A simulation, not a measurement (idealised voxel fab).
This section sets out a process module, namely voxel capacitor over wiring.
In the cross-section labelled cut, the width is 250 nm and each square cell is 5 nm.
Think of the cross-section as a grid of square cells. We describe it in bands, top to bottom, and each band covers one or more rows of those cells.
First you get the band's top height and its bottom height, in nm, and then the materials it's made of, left to right, with each width in nm. If you see a single material with "full width", that one covers the band edge to edge. "blank" is empty space.
All heights in this document are referenced to 0, defined as the level beneath which the wafer, as received, consists entirely of one material. The lowest band is not bounded below; it extends indefinitely downward and is written in the form "0 nm and below".
So if you see something like "30..40" for the width, read it as the top row of the band sitting at the first number and the bottom row at the second, with every row in between moving by the same amount as the last.
When a step is marked "all unchanged", none of the cells in the cross-section changed during that step.
Empty spaces counting at least 8 cells and having no open way to the top are listed in "Cavities, closed". The notation width x height at distance is used for each, the distance being from the left edge and all three values in nm.
The remark found on a step's line after its settings is issued by the simulator itself and pertains to that step.
overlay nm: for a step with a mask, the amount by which the mask lay right of where it was planned; a negative amount means left of it.
**The process steps that were planned are listed below**
1. RECEIVE [material Si]
2. CONFORMAL_DEP [material SiO2] [thk nm 15]
3. CONFORMAL_DEP [material SiN] [thk nm 5]
4. DIRECTIONAL_DEP [material SiO2] [thk nm 15]
5. PATTERN [tone open] [mask id METAL_1] [material resist] [width nm 25] [pitch nm 95] [thk nm 15] [overlay nm 0]
6. DIRECTIONAL_ETCH [etch materials SiO2] [depth nm 15]
7. DIRECTIONAL_ETCH [etch materials SiN] [depth nm 5]
8. STRIP [etch materials resist]
9. CONFORMAL_DEP [material TiN] [thk nm 5]
10. FILL_DEP [material W] [thk nm 10]
11. CMP [height nm 35]
12. EPI [material Ru] [thk nm 5]
13. FILL_DEP [material SiCN] [thk nm 5]
14. DIRECTIONAL_DEP [material SiO2] [thk nm 20]
15. MASKED_ETCH [tone open] [mask id PLUG_1] [width nm 15] [etch materials SiO2] [depth nm 20] [overlay nm 0]
16. MASKED_ETCH [tone open] [mask id PLUG_1] [width nm 15] [etch materials SiCN] [depth nm 5] [overlay nm 0]
17. CONFORMAL_DEP [material TiN] [thk nm 5]
18. FILL_DEP [material Cu] [thk nm 5]
19. CMP [height nm 65]
20. DIRECTIONAL_DEP [material TiN] [thk nm 10]
21. DIRECTIONAL_DEP [material HfO2] [thk nm 5]
22. DIRECTIONAL_DEP [material TiN] [thk nm 10]
23. DIRECTIONAL_DEP [material aC] [thk nm 10]
24. PATTERN [tone cover] [mask id UPPER_PLATE] [material resist] [width nm 75] [thk nm 25] [overlay nm 0]
25. DIRECTIONAL_ETCH [etch materials aC] [depth nm 10]
26. STRIP [etch materials resist]
27. DIRECTIONAL_ETCH [etch materials TiN] [depth nm 10]
28. DIRECTIONAL_ETCH [etch materials HfO2] [depth nm 5]
29. STRIP [etch materials aC]
30. DIRECTIONAL_DEP [material aC] [thk nm 10]
31. PATTERN [tone cover] [mask id LOWER_PLATE] [material resist] [width nm 85] [thk nm 30] [overlay nm 0]
32. DIRECTIONAL_ETCH [etch materials aC] [depth nm 10]
33. STRIP [etch materials resist]
34. DIRECTIONAL_ETCH [etch materials TiN] [depth nm 10]
35. STRIP [etch materials aC]
36. FILL_DEP [material SiO2] [thk nm 15]
37. CMP [height nm 100]
38. DIRECTIONAL_DEP [material aC] [thk nm 10]
39. PATTERN [tone open] [mask id PLUG_2] [material resist] [width nm 15] [thk nm 30] [overlay nm 0]
40. DIRECTIONAL_ETCH [etch materials aC] [depth nm 10]
41. STRIP [etch materials resist]
42. DIRECTIONAL_ETCH [etch materials SiO2] [depth nm 10]
43. STRIP [etch materials aC]
44. CONFORMAL_DEP [material TiN] [thk nm 5]
45. FILL_DEP [material Ru] [thk nm 5]
46. CMP [height nm 100]
47. CONFORMAL_DEP [material SiN] [thk nm 5]
**Step 1 complete: cross-section of the wafer as received**
  0 nm and below  Si full width
  Cavities, closed: none
**First of two wafers, end-of-module section, run followed plan**
  105 nm to 100 nm  SiN full width
  100 nm to 95 nm  SiO2 85 nm, then TiN 5 nm, then Ru 5 nm, then TiN 5 nm, then SiO2 150 nm
  95 nm to 90 nm  SiO2 85 nm, then TiN 15 nm, then SiO2 150 nm
  90 nm to 80 nm  SiO2 75 nm, then TiN 75 nm, then SiO2 100 nm
  80 nm to 75 nm  SiO2 75 nm, then HfO2 75 nm, then SiO2 100 nm
  75 nm to 65 nm  SiO2 70 nm, then TiN 85 nm, then SiO2 95 nm
  65 nm to 45 nm  SiO2 75 nm, then TiN 5 nm, then Cu 5 nm, then TiN 5 nm, then SiO2 160 nm
  45 nm to 40 nm  SiCN 75 nm, then TiN 15 nm, then SiCN 160 nm
  40 nm to 35 nm  SiCN 60 nm, then Ru 35 nm, then SiCN 60 nm, then Ru 35 nm, then SiCN 60 nm
  35 nm to 20 nm  SiO2 65 nm, then TiN 5 nm, then W 15 nm, then TiN 5 nm, then SiO2 70 nm, then TiN 5 nm, then W 15 nm, then TiN 5 nm, then SiO2 65 nm
  20 nm to 15 nm  SiN 65 nm, then TiN 25 nm, then SiN 70 nm, then TiN 25 nm, then SiN 65 nm
  15 nm to 0 nm  SiO2 full width
  0 nm and below  Si full width
  Cavities, closed: none
**End-of-module cross-section of the second wafer: identical starting point and process plan to the first, with one processing mistake**
  105 nm to 100 nm  SiN full width
  100 nm to 95 nm  SiO2 85 nm, then TiN 5 nm, then Ru 5 nm, then TiN 5 nm, then SiO2 150 nm
  95 nm to 90 nm  SiO2 85 nm, then TiN 15 nm, then SiO2 150 nm
  90 nm to 80 nm  SiO2 75 nm, then TiN 75 nm, then SiO2 100 nm
  80 nm to 75 nm  SiO2 75 nm, then HfO2 75 nm, then SiO2 100 nm
  75 nm to 65 nm  SiO2 70 nm, then TiN 85 nm, then SiO2 95 nm
  65 nm to 45 nm  SiO2 75 nm, then TiN 5 nm, then Cu 5 nm, then TiN 5 nm, then SiO2 160 nm
  45 nm to 40 nm  SiCN 75 nm, then TiN 15 nm, then SiCN 160 nm
  40 nm to 35 nm  SiCN 60 nm, then Ru 40 nm, then SiCN 55 nm, then Ru 40 nm, then SiCN 55 nm
  35 nm to 20 nm  SiO2 65 nm, then TiN 5 nm, then W 20 nm, then TiN 5 nm, then SiO2 65 nm, then TiN 5 nm, then W 20 nm, then TiN 5 nm, then SiO2 60 nm
  20 nm to 15 nm  SiN 65 nm, then TiN 30 nm, then SiN 65 nm, then TiN 30 nm, then SiN 60 nm
  15 nm to 0 nm  SiO2 full width
  0 nm and below  Si full width
  Cavities, closed: none
Nonconformance to the process plan: for step 5, the planned setting was not used; the step was instead run as PATTERN [tone open] [mask id METAL_1] [material resist] [width nm 30] [pitch nm 95] [thk nm 15] [overlay nm 0]
Final comparison by cell count, materials where the second wafer has more or fewer than the first: Ru +2; SiCN -2; SiN -2; SiO2 -6; TiN +2; W +6
